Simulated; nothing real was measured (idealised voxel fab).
Herein follows the process module entitled voxel trench capacitor.
Square cell edge 5 nm, section width 140 nm, ID cut.
Square cells in a grid make up a cross-section in this document, and the grid is given as bands, listed from the top down, each one or more rows of cells.
Band: top and bottom heights (nm) first, top before bottom; then materials from left to right, widths in nm. "full width" marks a sole material filling the band edge to edge. "air" denotes empty space.
Ref level 0: as-received wafer is one material below here. Bottom band extends down with no lower bound ("0 nm and below").
Note: "30->40" means the width goes from the first number (top row of the band) to the second number (bottom row) in equal steps per row of cells.
Any step labelled "everything unchanged" changed none of the cells in the cross-section.
"Closed void list" enumerates empty spaces isolated from the top, with no open way to it, that contain at least 8 cells, giving each as width x height at distance from the left edge, all three in nm.
Anything after a step's settings on that line? It's the simulator's own note about the step.
The "overlay nm" setting may appear on a step's line; for a step that uses a mask, it gives how far to the right of its planned position the mask lay, and a negative value indicates the left.

PROCESS STEPS FORESEEN IN THE PLAN
1) RECEIVE with material Si
2) CONFORMAL_DEP with material SiN, thk nm 10
3) PATTERN with tone open, mask id TRENCH, material resist, width nm 20, pitch nm 40, thk nm 15, overlay nm 0
4) DIRECTIONAL_ETCH with etch materials SiN, depth nm 10
5) DIRECTIONAL_ETCH with etch materials Si, depth nm 25
6) STRIP with etch materials resist
7) CONFORMAL_DEP with material SiO2, thk nm 5
8) FILL_DEP with material polySi, thk nm 10
9) CMP with height nm 10

ACCOUNT OF THE FIRST OF TWO WAFERS, WHICH WAS PROCESSED AS INTENDED

AS RECEIVED (POST STEP 1): CROSS-SECTION
- 0 nm and below: Si full width
- Closed void list: none

AFTER STEP 2, IN CROSS-SECTION
- 10 nm to 0 nm: SiN full width
- Rest of section, below 0: as before.

AFTER STEP 3, IN CROSS-SECTION
- 25 nm to 10 nm: 40 nm resist  20 nm air  20 nm resist  20 nm air  40 nm resist
- Rest of section, below 10: as before.

AFTER STEP 4, IN CROSS-SECTION
- 25 nm to 10 nm: 40 nm resist  20 nm air  20 nm resist  20 nm air  40 nm resist
- 10 nm to 0 nm: 40 nm SiN  20 nm air  20 nm SiN  20 nm air  40 nm SiN
- Rest of section, below 0: as before.

AFTER STEP 5, IN CROSS-SECTION
- 25 nm to 10 nm: 40 nm resist  20 nm air  20 nm resist  20 nm air  40 nm resist
- 10 nm to 0 nm: 40 nm SiN  20 nm air  20 nm SiN  20 nm air  40 nm SiN
- 0 nm to -25 nm: 40 nm Si  20 nm air  20 nm Si  20 nm air  40 nm Si
- Rest of section, below -25: as before.

AFTER STEP 6, IN CROSS-SECTION
- 10 nm to 0 nm: 40 nm SiN  20 nm air  20 nm SiN  20 nm air  40 nm SiN
- Rest of section, below 0: as before.

AFTER STEP 7, IN CROSS-SECTION
- 15 nm to 10 nm: 45 nm SiO2  10 nm air  30 nm SiO2  10 nm air  45 nm SiO2
- 10 nm to 0 nm: 40 nm SiN  5 nm SiO2  10 nm air  5 nm SiO2  20 nm SiN  5 nm SiO2  10 nm air  5 nm SiO2  40 nm SiN
- 0 nm to -20 nm: 40 nm Si  5 nm SiO2  10 nm air  5 nm SiO2  20 nm Si  5 nm SiO2  10 nm air  5 nm SiO2  40 nm Si
- -20 nm to -25 nm: 40 nm Si  20 nm SiO2  20 nm Si  20 nm SiO2  40 nm Si
- Rest of section, below -25: as before.

AFTER STEP 8, IN CROSS-SECTION
- 25 nm to 15 nm: polySi full width
- 15 nm to 10 nm: 45 nm SiO2  10 nm polySi  30 nm SiO2  10 nm polySi  45 nm SiO2
- 10 nm to 0 nm: 40 nm SiN  5 nm SiO2  10 nm polySi  5 nm SiO2  20 nm SiN  5 nm SiO2  10 nm polySi  5 nm SiO2  40 nm SiN
- 0 nm to -20 nm: 40 nm Si  5 nm SiO2  10 nm polySi  5 nm SiO2  20 nm Si  5 nm SiO2  10 nm polySi  5 nm SiO2  40 nm Si
- Rest of section, below -20: as before.

AFTER STEP 9, IN CROSS-SECTION
- 10 nm to 0 nm: 40 nm SiN  5 nm SiO2  10 nm polySi  5 nm SiO2  20 nm SiN  5 nm SiO2  10 nm polySi  5 nm SiO2  40 nm SiN
- Rest of section, below 0: as before.

OKAY, SECOND WAFER. NOTHING DIFFERENT AT THE START, NOTHING DIFFERENT IN THE PLAN, JUST ONE MISTAKE SOMEWHERE IN THE RUNNING. AS FAR AS STEP 7, COUNTING THAT STEP, IT'S THE FIRST WAFER ALL OVER AGAIN

SECOND WAFER PROFILE IN SECTION, AT THE MOMENT STEP 8 OF THE PLAN WAS MEANT TO BE COMPLETE
- 25 nm to 15 nm: SiN full width
- 15 nm to 10 nm: 45 nm SiO2  10 nm SiN  30 nm SiO2  10 nm SiN  45 nm SiO2
- 10 nm to 0 nm: 40 nm SiN  5 nm SiO2  10 nm SiN  5 nm SiO2  20 nm SiN  5 nm SiO2  10 nm SiN  5 nm SiO2  40 nm SiN
- 0 nm to -20 nm: 40 nm Si  5 nm SiO2  10 nm SiN  5 nm SiO2  20 nm Si  5 nm SiO2  10 nm SiN  5 nm SiO2  40 nm Si
- Rest of section, below -20: as before.

SECOND WAFER PROFILE IN SECTION, AT THE MOMENT STEP 9 OF THE PLAN WAS MEANT TO BE COMPLETE
- 10 nm to 0 nm: 40 nm SiN  5 nm SiO2  10 nm SiN  5 nm SiO2  20 nm SiN  5 nm SiO2  10 nm SiN  5 nm SiO2  40 nm SiN
- Rest of section, below 0: as before.
Against the plan, the run slipped here: step 8 ran with different settings than intended, the actual operation and settings being FILL_DEP with material SiN, thk nm 10
Final wafer comparison in cells, second versus first, more or fewer per material: SiN +24, polySi -24
